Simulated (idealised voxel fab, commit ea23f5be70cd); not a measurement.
Herein follows the process module entitled voxel capacitor over wiring.
Shown is cross-section cut, with a width of 175 nm and square cells of size 5 nm.
Bands, listed from the top down, are how a cross-section gets written in this document; the cross-section itself is a grid of square cells, and a band is one or more rows of them. Each band's line starts with the height of the band's top and of its bottom, in nm. Then come its materials from left to right, each with its width in nm. One material with "everywhere" fills the band from edge to edge. "air" is empty space. The level at which height equals 0 is the one under which the wafer, as it arrives, is entirely one material. No lower edge exists for the bottom band, which continues downward and is notated as in "from 0 down". A width such as "30..40" changes by the same amount from each row of cells to the next, from the band's top row to its bottom row. Given "no alteration" for a step, no cell of the cross-section differs between before and after that step. Each empty space that has no open way to the top and spans at least 8 cells appears under "Enclosed internal cavities" as width x height at distance, the distance counted from the left edge, all in nm. On each step's line, the part that comes after the settings is the simulator's own comment on the step. What "overlay nm" on a step's line means: if the step has a mask, that mask lay this far to the right of its planned place, or, when the value is negative, to the left.

**The following list gives the planned process steps**
1,RECEIVE: material Si
2,CONFORMAL_DEP: material SiO2, thk nm 10
3,CONFORMAL_DEP: material SiCN, thk nm 5
4,DIRECTIONAL_DEP: material lowk, thk nm 15
5,PATTERN: tone open, mask id METAL_1, material resist, width nm 20, pitch nm 90, thk nm 15, overlay nm 0
6,DIRECTIONAL_ETCH: etch materials lowk, depth nm 15
7,DIRECTIONAL_ETCH: etch materials SiCN, depth nm 5
8,STRIP: etch materials resist
9,CONFORMAL_DEP: material TiN, thk nm 5
10,FILL_DEP: material Cu, thk nm 5
11,CMP: height nm 30
12,EPI: material Ru, thk nm 5
13,FILL_DEP: material SiCN, thk nm 5
14,DIRECTIONAL_DEP: material lowk, thk nm 15
15,DIRECTIONAL_DEP: material aC, thk nm 10
16,PATTERN: tone open, mask id PLUG_1, material resist, width nm 15, thk nm 25, overlay nm 0
17,DIRECTIONAL_ETCH: etch materials aC, depth nm 10
18,STRIP: etch materials resist
19,DIRECTIONAL_ETCH: etch materials lowk, depth nm 15
20,DIRECTIONAL_ETCH: etch materials SiCN, depth nm 5
21,STRIP: etch materials aC
22,CONFORMAL_DEP: material TiN, thk nm 5
23,FILL_DEP: material Ru, thk nm 5
24,CMP: height nm 55
25,DIRECTIONAL_DEP: material TiN, thk nm 5
26,DIRECTIONAL_DEP: material Al2O3, thk nm 5
27,DIRECTIONAL_DEP: material TiN, thk nm 10
28,MASKED_ETCH: tone cover, mask id UPPER_PLATE, width nm 75, etch materials TiN, depth nm 10, overlay nm 0
29,MASKED_ETCH: tone cover, mask id UPPER_PLATE, width nm 75, etch materials Al2O3, depth nm 5, overlay nm 0
30,MASKED_ETCH: tone cover, mask id LOWER_PLATE, width nm 85, etch materials TiN, depth nm 5, overlay nm 0
31,FILL_DEP: material SiO2, thk nm 20
32,CMP: height nm 90
33,MASKED_ETCH: tone open, mask id PLUG_2, width nm 15, etch materials SiO2, depth nm 15, overlay nm 0
34,CONFORMAL_DEP: material TiN, thk nm 5
35,FILL_DEP: material W, thk nm 10
36,CMP: height nm 90
37,CONFORMAL_DEP: material SiN, thk nm 5

**Incoming wafer in cross-section (state: after step 1)**
  from 0 down  Si everywhere
  Enclosed internal cavities: none

**Figure: cross-sectional view of the wafer upon completion of the module, processed from the initial state and according to the plan depicted above, with one error introduced during execution**
  from 95 to 90  SiN everywhere
  from 90 to 80  SiO2 (45) | TiN (5) | W (5) | TiN (5) | SiO2 (115)
  from 80 to 75  SiO2 (45) | TiN (15) | SiO2 (115)
  from 75 to 65  SiO2 (35) | TiN (75) | SiO2 (65)
  from 65 to 60  SiO2 (35) | Al2O3 (75) | SiO2 (65)
  from 60 to 55  SiO2 (30) | TiN (85) | SiO2 (60)
  from 55 to 40  lowk (35) | TiN (5) | Ru (5) | TiN (5) | lowk (125)
  from 40 to 35  SiCN (35) | TiN (15) | SiCN (125)
  from 35 to 30  SiCN (25) | Ru (30) | SiCN (60) | Ru (30) | SiCN (30)
  from 30 to 20  lowk (30) | TiN (5) | Cu (10) | TiN (5) | lowk (70) | TiN (5) | Cu (10) | TiN (5) | lowk (35)
  from 20 to 15  lowk (30) | TiN (20) | lowk (70) | TiN (20) | lowk (35)
  from 15 to 5  SiO2 everywhere
  from 5 to 0  SiCN everywhere
  from 0 down  Si everywhere
  Enclosed internal cavities: none
Plan not followed: the executed order of steps 2 and 3 is the reverse of that specified in the plan, each step having taken the other's position
